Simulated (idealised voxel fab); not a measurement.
process module | voxel wiring stack
cross-section cut | 225 nm wide | cells 5 nm
A cross-section is a grid of square cells, given in bands from the top down. A band is one or more rows of cells.
Each band's line starts with the height of the band's top and of its bottom, in nm. Then come its materials from left to right, each with its width in nm. One material with "throughout" fills the band from edge to edge. "air" is empty space.
Height 0 is the level under which the wafer as received is all one material. The lowest band goes on downwards, as in "0 down".
A width such as "30 to 40" changes by the same amount from each row of cells to the next, from the band's top row to its bottom row.
"no change" after a step means that no cell of the cross-section changed.
closed voids: empty space of 8 cells or more with no open way to the top, each as width x height at its distance from the left edge, in nm
after a step's settings: what the simulator itself notes on the step
overlay nm, on a step with a mask: how far to the right of its planned place the mask lay; to the left if negative
plan
1 op RECEIVE | material Si
2 op CONFORMAL_DEP | material SiO2 | thk nm 10
3 op DIRECTIONAL_DEP | material TiN | thk nm 5
4 op DIRECTIONAL_DEP | material W | thk nm 20
5 op DIRECTIONAL_DEP | material aC | thk nm 15
6 op PATTERN | tone cover | mask id METAL_1 | material resist | width nm 30 | pitch nm 55 | thk nm 30 | overlay nm 0
7 op DIRECTIONAL_ETCH | etch materials aC | depth nm 15
8 op STRIP | etch materials resist
9 op DIRECTIONAL_ETCH | etch materials W | depth nm 20
10 op DIRECTIONAL_ETCH | etch materials TiN | depth nm 5
11 op STRIP | etch materials aC
12 op CONFORMAL_DEP | material SiCN | thk nm 5
13 op FILL_DEP | material lowk | thk nm 5
14 op CMP | height nm 35
15 op CONFORMAL_DEP | material SiCN | thk nm 5
16 op DIRECTIONAL_DEP | material SiO2 | thk nm 35
17 op DIRECTIONAL_DEP | material aC | thk nm 15
18 op PATTERN | tone open | mask id METAL_2 | material resist | width nm 30 | pitch nm 55 | thk nm 35 | overlay nm 0
19 op DIRECTIONAL_ETCH | etch materials aC | depth nm 15
20 op STRIP | etch materials resist
21 op DIRECTIONAL_ETCH | etch materials SiO2 | depth nm 20
22 op STRIP | etch materials aC
23 op DIRECTIONAL_DEP | material aC | thk nm 15
24 op PATTERN | tone open | mask id METAL_2_HOLES | material resist | width nm 15 | pitch nm 55 | thk nm 35 | overlay nm 0
25 op DIRECTIONAL_ETCH | etch materials aC | depth nm 15
26 op STRIP | etch materials resist
27 op DIRECTIONAL_ETCH | etch materials SiO2 | depth nm 15
28 op DIRECTIONAL_ETCH | etch materials SiCN | depth nm 5
29 op STRIP | etch materials aC
30 op CONFORMAL_DEP | material TiN | thk nm 5
31 op FILL_DEP | material Ru | thk nm 10
32 op CMP | height nm 75
33 op CONFORMAL_DEP | material SiCN | thk nm 5
34 op DIRECTIONAL_DEP | material lowk | thk nm 10
35 op DIRECTIONAL_DEP | material aC | thk nm 10
36 op PATTERN | tone open | mask id PLUG_2 | material resist | width nm 15 | pitch nm 55 | thk nm 30 | overlay nm 0
37 op DIRECTIONAL_ETCH | etch materials aC | depth nm 10
38 op STRIP | etch materials resist
39 op DIRECTIONAL_ETCH | etch materials lowk | depth nm 10
40 op DIRECTIONAL_ETCH | etch materials SiCN | depth nm 5
41 op STRIP | etch materials aC
42 op CONFORMAL_DEP | material TiN | thk nm 5
43 op FILL_DEP | material W | thk nm 10
44 op CMP | height nm 90
45 op DIRECTIONAL_DEP | material TiN | thk nm 5
46 op DIRECTIONAL_DEP | material Ru | thk nm 25
47 op DIRECTIONAL_DEP | material aC | thk nm 10
48 op PATTERN | tone cover | mask id METAL_3 | material resist | width nm 30 | pitch nm 55 | thk nm 25 | overlay nm 0
49 op DIRECTIONAL_ETCH | etch materials aC | depth nm 10
50 op STRIP | etch materials resist
51 op DIRECTIONAL_ETCH | etch materials Ru | depth nm 25
52 op DIRECTIONAL_ETCH | etch materials TiN | depth nm 5
53 op STRIP | etch materials aC
54 op CONFORMAL_DEP | material SiCN | thk nm 5
55 op FILL_DEP | material lowk | thk nm 10
56 op CMP | height nm 120
57 op CONFORMAL_DEP | material SiN | thk nm 5
as received, after step 1
  0 down: Si throughout
  closed voids: none
a wafer at the end: this start, this plan, one mistake
  125 to 120: SiN throughout
  120 to 95: lowk 10 | SiCN 5 | Ru 30 | SiCN 5 | lowk 15 | SiCN 5 | Ru 30 | SiCN 5 | lowk 15 | SiCN 5 | Ru 30 | SiCN 5 | lowk 15 | SiCN 5 | Ru 30 | SiCN 5 | lowk 10
  95 to 90: SiCN 15 | TiN 30 | SiCN 25 | TiN 30 | SiCN 25 | TiN 30 | SiCN 25 | TiN 30 | SiCN 15
  90 to 80: lowk 15 | TiN 5 | W 5 | TiN 5 | lowk 40 | TiN 5 | W 5 | TiN 5 | lowk 40 | TiN 5 | W 5 | TiN 5 | lowk 40 | TiN 5 | W 5 | TiN 5 | lowk 30
  80 to 75: SiCN 15 | TiN 15 | SiCN 40 | TiN 15 | SiCN 40 | TiN 15 | SiCN 40 | TiN 15 | SiCN 30
  75 to 70: Ru throughout
  70 to 65: TiN 20 | Ru 20 | TiN 35 | Ru 20 | TiN 35 | Ru 20 | TiN 35 | Ru 20 | TiN 20
  65 to 50: SiO2 15 | TiN 5 | Ru 20 | TiN 5 | SiO2 25 | TiN 5 | Ru 20 | TiN 5 | SiO2 25 | TiN 5 | Ru 20 | TiN 5 | SiO2 25 | TiN 5 | Ru 20 | TiN 5 | SiO2 15
  50 to 40: SiO2 15 | TiN 5 | Ru 5 | TiN 20 to 5 | SiO2 25 to 40 | TiN 5 | Ru 5 | TiN 20 to 5 | SiO2 25 to 40 | TiN 5 | Ru 5 | TiN 20 to 5 | SiO2 25 to 40 | TiN 5 | Ru 5 | TiN 20 to 5 | SiO2 15 to 30
  40 to 35: SiCN 15 | TiN 15 | SiCN 40 | TiN 15 | SiCN 40 | TiN 15 | SiCN 40 | TiN 15 | SiCN 30
  35 to 15: lowk 10 | SiCN 5 | W 30 | SiCN 5 | lowk 15 | SiCN 5 | W 30 | SiCN 5 | lowk 15 | SiCN 5 | W 30 | SiCN 5 | lowk 15 | SiCN 5 | W 30 | SiCN 5 | lowk 10
  15 to 10: SiCN 15 | TiN 30 | SiCN 25 | TiN 30 | SiCN 25 | TiN 30 | SiCN 25 | TiN 30 | SiCN 15
  10 to 0: SiO2 throughout
  0 down: Si throughout
  closed voids: none
what went wrong: step 16 ran as: op DIRECTIONAL_DEP | material SiO2 | thk nm 25
